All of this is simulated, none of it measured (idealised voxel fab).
This section sets out a process module, namely voxel fin reveal.
Xsec cut, 180 nm wide, square cell size 5 nm.
Just so we're on the same page, the cross-sections are grids of square cells, and they're listed out in bands top to bottom, each band one or more rows deep. Band: top and bottom heights (nm) first, top before bottom; then materials from left to right, widths in nm. "full width" marks a sole material filling the band edge to edge. "empty" denotes empty space. Heights are measured from 0, the level below which the as-received wafer is all one material; the lowest band has no bottom and continues downward, written as in "0 down". With a width like "30->40", each row of cells in the band differs from the next by the same amount, the top row carrying the first number and the bottom row the second. Step note "no change occurred" = no cross-section cell changed. Look at "Voids lacking openings" for the closed voids: empty spaces with no open path to the top, sized 8 cells or up. Each is width x height at distance, distance from the left edge, all nm. Step line, after settings: the simulator's comment on this step. A step line may carry the setting "overlay nm", which, for steps involving a mask, states the distance by which the mask lay to the right of its intended position; negative values denote displacement to the left.

Here's what the planned process steps look like:
step 1: RECEIVE: material Si
step 2: CONFORMAL_DEP: material SiN, thk nm 10
step 3: DIRECTIONAL_DEP: material aC, thk nm 10
step 4: PATTERN: tone cover, mask id FINS, material resist, width nm 15, pitch nm 45, thk nm 25, overlay nm 0
step 5: DIRECTIONAL_ETCH: etch materials aC, depth nm 10
step 6: STRIP: etch materials resist
step 7: DIRECTIONAL_ETCH: etch materials SiN, depth nm 10
step 8: DIRECTIONAL_ETCH: etch materials Si, depth nm 30
step 9: STRIP: etch materials aC
step 10: FILL_DEP: material SiO2, thk nm 10
step 11: CMP: height nm 10
step 12: SELECTIVE_ETCH: etch materials SiO2, depth nm 30
step 13: STRIP: etch materials SiN
step 14: CONFORMAL_DEP: material HfO2, thk nm 5

First wafer of two (run as planned):

Shown in cross-section is the wafer as received, that is, as it stands after step 1:
  0 down: Si full width
  Voids lacking openings: none

State of the wafer after step 2, shown in cross-section:
  10 to 0: SiN full width
  Below a height of 0, the structure has not been altered.

State of the wafer after step 3, shown in cross-section:
  20 to 10: aC full width
  Below a height of 10, the structure has not been altered.

State of the wafer after step 4, shown in cross-section:
  45 to 20: empty=60; resist=15; empty=30; resist=15; empty=60
  Below a height of 20, the structure has not been altered.

State of the wafer after step 5, shown in cross-section:
  35 to 20: empty=60; resist=15; empty=30; resist=15; empty=60
  20 to 10: empty=60; aC=15; empty=30; aC=15; empty=60
  Below a height of 10, the structure has not been altered.

State of the wafer after step 6, shown in cross-section:
  20 to 10: empty=60; aC=15; empty=30; aC=15; empty=60
  Below a height of 10, the structure has not been altered.

State of the wafer after step 7, shown in cross-section:
  20 to 10: empty=60; aC=15; empty=30; aC=15; empty=60
  10 to 0: empty=60; SiN=15; empty=30; SiN=15; empty=60
  Below a height of 0, the structure has not been altered.

State of the wafer after step 8, shown in cross-section:
  20 to 10: empty=60; aC=15; empty=30; aC=15; empty=60
  10 to 0: empty=60; SiN=15; empty=30; SiN=15; empty=60
  0 to -30: empty=60; Si=15; empty=30; Si=15; empty=60
  Below a height of -30, the structure has not been altered.

State of the wafer after step 9, shown in cross-section:
  10 to 0: empty=60; SiN=15; empty=30; SiN=15; empty=60
  Below a height of 0, the structure has not been altered.

State of the wafer after step 10, shown in cross-section:
  20 to 10: SiO2 full width
  10 to 0: SiO2=60; SiN=15; SiO2=30; SiN=15; SiO2=60
  0 to -30: SiO2=60; Si=15; SiO2=30; Si=15; SiO2=60
  Below a height of -30, the structure has not been altered.

State of the wafer after step 11, shown in cross-section:
  10 to 0: SiO2=60; SiN=15; SiO2=30; SiN=15; SiO2=60
  Below a height of 0, the structure has not been altered.

State of the wafer after step 12, shown in cross-section:
  10 to 0: empty=60; SiN=15; empty=30; SiN=15; empty=60
  0 to -20: empty=60; Si=15; empty=30; Si=15; empty=60
  Below a height of -20, the structure has not been altered.

State of the wafer after step 13, shown in cross-section:
  0 to -20: empty=60; Si=15; empty=30; Si=15; empty=60
  Below a height of -20, the structure has not been altered.

State of the wafer after step 14, shown in cross-section:
  5 to 0: empty=55; HfO2=25; empty=20; HfO2=25; empty=55
  0 to -15: empty=55; HfO2=5; Si=15; HfO2=5; empty=20; HfO2=5; Si=15; HfO2=5; empty=55
  -15 to -20: HfO2=60; Si=15; HfO2=30; Si=15; HfO2=60
  Below a height of -20, the structure has not been altered.

Second of two: same start, same plan, one run error; steps up to and including 9 match the first:

Second wafer, section view, time point: scheduled end of step 10:
  20 to 10: aC full width
  10 to 0: aC=60; SiN=15; aC=30; SiN=15; aC=60
  0 to -30: aC=60; Si=15; aC=30; Si=15; aC=60
  Below a height of -30, the structure has not been altered.

Second wafer, section view, time point: scheduled end of step 11:
  10 to 0: aC=60; SiN=15; aC=30; SiN=15; aC=60
  Below a height of 0, the structure has not been altered.

Second wafer, section view, time point: scheduled end of step 12: no change occurred

Second wafer, section view, time point: scheduled end of step 13:
  10 to 0: aC=60; empty=15; aC=30; empty=15; aC=60
  Below a height of 0, the structure has not been altered.

Second wafer, section view, time point: scheduled end of step 14:
  15 to 10: HfO2=65; empty=5; HfO2=40; empty=5; HfO2=65
  10 to 5: aC=60; HfO2=5; empty=5; HfO2=5; aC=30; HfO2=5; empty=5; HfO2=5; aC=60
  5 to 0: aC=60; HfO2=15; aC=30; HfO2=15; aC=60
  Below a height of 0, the structure has not been altered.
Short version of what went wrong: step 10: run off-plan, actual operation and settings FILL_DEP: material aC, thk nm 10
Per the end-of-run cell counts, the second wafer holds more or fewer of some materials than the first: -8 HfO2; -60 SiO2; +240 aC
